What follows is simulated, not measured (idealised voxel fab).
Documented hereafter: the process module known as voxel spacer lines.
Shown is cross-section cut, with a width of 150 nm and square cells of size 5 nm.
We lay out every cross-section as a grid of square cells and spell it out in bands from the top down, where one band means one or more rows of cells.
Per band: top height and bottom height in nm, followed by the left-to-right materials and their widths in nm; "edge to edge" marks a single material spanning edge to edge, "empty" marks empty space.
The reference from which all heights are counted is 0, the level beneath which the as-received wafer is entirely one material; the lowest band, having no lower bound, proceeds downward and is written after the example "0 down".
Width spec "30..40" -> top row of cells at first value, bottom row at second value, equal per-row change in between.
What does "remains unaltered" mean for a step? It means no cell of the cross-section changed in that step.
"Closed empty spaces" enumerates empty spaces isolated from the top, with no open way to it, that contain at least 8 cells, giving each as width x height at distance from the left edge, all three in nm.
What comes after the settings on a step's line is commentary from the simulator itself on that step.
A step line may carry the setting "overlay nm", which, for steps involving a mask, states the distance by which the mask lay to the right of its intended position; negative values denote displacement to the left.

-- Planned process steps
1. RECEIVE,material Si
2. CONFORMAL_DEP,material Al2O3,thk nm 5
3. DIRECTIONAL_DEP,material W,thk nm 10
4. DIRECTIONAL_DEP,material polySi,thk nm 20
5. PATTERN,tone cover,mask id MANDREL,material resist,width nm 15,pitch nm 50,thk nm 25,overlay nm 0
6. DIRECTIONAL_ETCH,etch materials polySi,depth nm 20
7. STRIP,etch materials resist
8. CONFORMAL_DEP,material SiN,thk nm 10
9. DIRECTIONAL_ETCH,etch materials SiN,depth nm 10
10. STRIP,etch materials polySi
11. DIRECTIONAL_ETCH,etch materials W,depth nm 10
12. STRIP,etch materials SiN
13. FILL_DEP,material SiO2,thk nm 5
14. CMP,height nm 15

-- As received (post step 1): cross-section
  0 down: Si edge to edge
  Closed empty spaces: none

-- Figure: cross-sectional view of the wafer upon completion of the module, processed from the initial state and according to the plan depicted above, with one error introduced during execution
  15 to 10: Al2O3 edge to edge
  10 to 0: W edge to edge
  0 down: Si edge to edge
  Closed empty spaces: none
Deviation from plan: the intended sequence of steps 2 and 3 was reversed during processing, with each occupying the position of the other
